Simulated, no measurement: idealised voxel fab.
A process module follows: voxel transistor to metal.
Section cut is 165 nm wide and gridded with 5 nm square cells.
How to read a cross-section here: the picture is a grid of square cells, written as bands going from the top down, and any band can span one or more rows of cells.
Read a band's entry like this: the first values are the height of its top and the height of its bottom in nm, and what follows is the sequence of materials from left to right, each with its width in nm. Note that "blank" is empty space, and that a single material marked "all across" reaches across the band from edge to edge.
Convention: height 0 is the level below which the wafer, as received, is all one material. The lowest band does not terminate at the bottom but continues downward, represented as "from 0 down".
Width: "30->40" (first number = top row, second number = bottom row, same change from row to row of cells).
The designation "nothing different", where it is given for a processing step, indicates that no cell of the cross-section was altered in the course of that step.
The list in "Internal closed voids" covers empty spaces of 8 cells or more that cannot reach the top through any open way, and it gives each as width x height at distance; the distance is from the left edge, and width, height and distance are in nm.
Heads up: the bit after the settings on a step's line is the simulator's remark on that step.
overlay nm: mask right of planned place by this much (step with mask). Neg. = left.
**The planned process steps are enumerated hereunder**
1) RECEIVE,material Si
2) CONFORMAL_DEP,material SiO2,thk nm 5
3) CONFORMAL_DEP,material SiN,thk nm 10
4) DIRECTIONAL_DEP,material aC,thk nm 15
5) PATTERN,tone cover,mask id ACTIVE,material resist,width nm 105,thk nm 30,overlay nm 0
6) DIRECTIONAL_ETCH,etch materials aC,depth nm 15
7) STRIP,etch materials resist
8) DIRECTIONAL_ETCH,etch materials SiN,depth nm 10
9) DIRECTIONAL_ETCH,etch materials SiO2,depth nm 5
10) DIRECTIONAL_ETCH,etch materials Si,depth nm 35
11) STRIP,etch materials aC
12) FILL_DEP,material SiO2,thk nm 10
13) CMP,height nm 15
14) SELECTIVE_ETCH,etch materials SiO2,depth nm 5
15) STRIP,etch materials SiN
16) SELECTIVE_ETCH,etch materials SiO2,depth nm 5
17) OXIDIZE,depth nm 5
18) DIRECTIONAL_DEP,material polySi,thk nm 30
19) DIRECTIONAL_DEP,material SiCN,thk nm 10
20) PATTERN,tone cover,mask id GATE,material resist,width nm 25,thk nm 20,overlay nm 0
21) DIRECTIONAL_ETCH,etch materials SiCN,depth nm 20
22) DIRECTIONAL_ETCH,etch materials polySi,depth nm 40
23) STRIP,etch materials resist
24) CONFORMAL_DEP,material SiN,thk nm 10
25) DIRECTIONAL_ETCH,etch materials SiN,depth nm 10
26) DIRECTIONAL_ETCH,etch materials SiO2,depth nm 5
27) DIRECTIONAL_ETCH,etch materials Si,depth nm 5
28) EPI,material pSi,thk nm 5
29) FILL_DEP,material SiO2,thk nm 10
30) CMP,height nm 40
31) DIRECTIONAL_DEP,material SiO2,thk nm 15
32) PATTERN,tone open,mask id CONTACT,material resist,width nm 30,pitch nm 65,thk nm 20,overlay nm 0
33) DIRECTIONAL_ETCH,etch materials SiO2,depth nm 60
34) STRIP,etch materials resist
35) CONFORMAL_DEP,material TiN,thk nm 5
36) FILL_DEP,material Ru,thk nm 5
37) CMP,height nm 55
38) DIRECTIONAL_DEP,material TiN,thk nm 5
39) DIRECTIONAL_DEP,material Ru,thk nm 20
40) PATTERN,tone cover,mask id METAL_1,material resist,width nm 15,pitch nm 80,thk nm 20,overlay nm 0
41) DIRECTIONAL_ETCH,etch materials Ru,depth nm 20
42) DIRECTIONAL_ETCH,etch materials TiN,depth nm 5
43) STRIP,etch materials resist
44) CONFORMAL_DEP,material SiN,thk nm 5
45) FILL_DEP,material lowk,thk nm 10
46) CMP,height nm 80
47) CONFORMAL_DEP,material SiN,thk nm 5
**Cross-section of the wafer upon arrival, representing the state reached after step 1**
  from 0 down = Si all across
  Internal closed voids: none
**Wafer cross-section at end of module: start and plan as shown above, one execution error**
  from 85 to 80 = SiN all across
  from 80 to 60 = lowk=30  SiN=5  Ru=15  SiN=5  lowk=55  SiN=5  Ru=15  SiN=5  lowk=30
  from 60 to 55 = SiN=35  TiN=15  SiN=65  TiN=15  SiN=35
  from 55 to 45 = SiO2=35  TiN=5  Ru=20  TiN=5  SiO2=35  TiN=5  Ru=20  TiN=5  SiO2=35
  from 45 to 40 = SiO2=35  TiN=5  Ru=15  TiN=10  SiO2=35  TiN=10  Ru=15  TiN=5  SiO2=35
  from 40 to 30 = SiO2=35  TiN=5  Ru=15  TiN=5  SiN=10  SiCN=25  SiN=10  TiN=5  Ru=15  TiN=5  SiO2=35
  from 30 to 5 = SiO2=35  TiN=5  Ru=15  TiN=5  SiN=10  polySi=25  SiN=10  TiN=5  Ru=15  TiN=5  SiO2=35
  from 5 to 0 = SiO2=25  SiN=10  TiN=5  Ru=10  TiN=10  SiN=10  polySi=25  SiN=10  TiN=10  Ru=10  TiN=5  SiN=10  SiO2=25
  from 0 to -5 = SiO2=25  SiN=5  SiO2=5  TiN=20  pSi=5  SiO2=45  pSi=5  TiN=20  SiO2=5  SiN=5  SiO2=25
  from -5 to -10 = SiO2=35  pSi=25  Si=45  pSi=25  SiO2=35
  from -10 to -35 = SiO2=30  Si=105  SiO2=30
  from -35 down = Si all across
  Internal closed voids: none
Where did the run depart from the plan? skipped: plan step 2 (never run)
